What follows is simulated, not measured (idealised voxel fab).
process module | voxel gate over fins
cross-section cut | 260 nm wide | cells 5 nm
A cross-section is a grid of square cells, given in bands from the top down. A band is one or more rows of cells.
Each band's line starts with the height of the band's top and of its bottom, in nm. Then come its materials from left to right, each with its width in nm. One material with "throughout" fills the band from edge to edge. "air" is empty space.
Height 0 is the level under which the wafer as received is all one material. The lowest band goes on downwards, as in "0 down".
A width such as "30 to 40" changes by the same amount from each row of cells to the next, from the band's top row to its bottom row.
"no change" after a step means that no cell of the cross-section changed.
closed voids: empty space of 8 cells or more with no open way to the top, each as width x height at its distance from the left edge, in nm
after a step's settings: what the simulator itself notes on the step
overlay nm, on a step with a mask: how far to the right of its planned place the mask lay; to the left if negative
plan
1 op RECEIVE | material Si
2 op CONFORMAL_DEP | material SiN | thk nm 10
3 op MASKED_ETCH | tone cover | mask id FINS | width nm 15 | pitch nm 45 | etch materials SiN | depth nm 10 | overlay nm 0
4 op MASKED_ETCH | tone cover | mask id FINS | width nm 15 | pitch nm 45 | etch materials Si | depth nm 35 | overlay nm 0
5 op OXIDIZE | depth nm 5
6 op FILL_DEP | material SiO2 | thk nm 15
7 op CMP | height nm 10
8 op SELECTIVE_ETCH | etch materials SiO2 | depth nm 20
9 op STRIP | etch materials SiN
10 op CONFORMAL_DEP | material HfO2 | thk nm 5
11 op CONFORMAL_DEP | material TiN | thk nm 5
12 op CONFORMAL_DEP | material TiAl | thk nm 5
13 op CONFORMAL_DEP | material TiN | thk nm 5
14 op FILL_DEP | material W | thk nm 15
15 op CMP | height nm 30
16 op CONFORMAL_DEP | material SiN | thk nm 10
varied across the wafers: width nm of step 4. The plan shows the first wafer's value. All wafers start alike
first wafer as received, after step 1
  0 down: Si throughout
  closed voids: none
each wafer at the end: cells of each material gained (+) or lost (-) since it was received, then its closed voids
width nm 15 | +64 HfO2 | -392 Si | +104 SiN | +294 SiO2 | +64 TiAl | +128 TiN | +154 W | closed voids: none
width nm 20 | +64 HfO2 | -371 Si | +104 SiN | +276 SiO2 | +64 TiAl | +126 TiN | +153 W | closed voids: none
width nm 25 | +64 HfO2 | -350 Si | +104 SiN | +258 SiO2 | +64 TiAl | +124 TiN | +152 W | closed voids: none
width nm 30 | +64 HfO2 | -329 Si | +104 SiN | +240 SiO2 | +62 TiAl | +124 TiN | +151 W | closed voids: none
